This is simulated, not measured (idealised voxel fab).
process module | voxel local oxidation
cross-section cut | 150 nm wide | cells 5 nm
A cross-section is a grid of square cells, given in bands from the top down. A band is one or more rows of cells.
Each band's line starts with the height of the band's top and of its bottom, in nm. Then come its materials from left to right, each with its width in nm. One material with "throughout" fills the band from edge to edge. "air" is empty space.
Height 0 is the level under which the wafer as received is all one material. The lowest band goes on downwards, as in "0 down".
A width such as "30 to 40" changes by the same amount from each row of cells to the next, from the band's top row to its bottom row.
"no change" after a step means that no cell of the cross-section changed.
closed voids: empty space of 8 cells or more with no open way to the top, each as width x height at its distance from the left edge, in nm
after a step's settings: what the simulator itself notes on the step
overlay nm, on a step with a mask: how far to the right of its planned place the mask lay; to the left if negative
plan
1 op RECEIVE | material Si
2 op CONFORMAL_DEP | material SiO2 | thk nm 5
3 op CONFORMAL_DEP | material SiN | thk nm 10
4 op MASKED_ETCH | tone cover | mask id ACTIVE | width nm 90 | etch materials SiN | depth nm 10 | overlay nm 0
5 op SELECTIVE_ETCH | etch materials SiO2 | depth nm 5
6 op OXIDIZE | depth nm 15
7 op STRIP | etch materials SiN
as received, after step 1
  0 down: Si throughout
  closed voids: none
a wafer at the end: this start, this plan, one mistake
  0 to -15: air 50 | Si 50 | air 50
  -15 down: Si throughout
  closed voids: none
what went wrong: step 7 ran as: op STRIP | etch materials SiO2
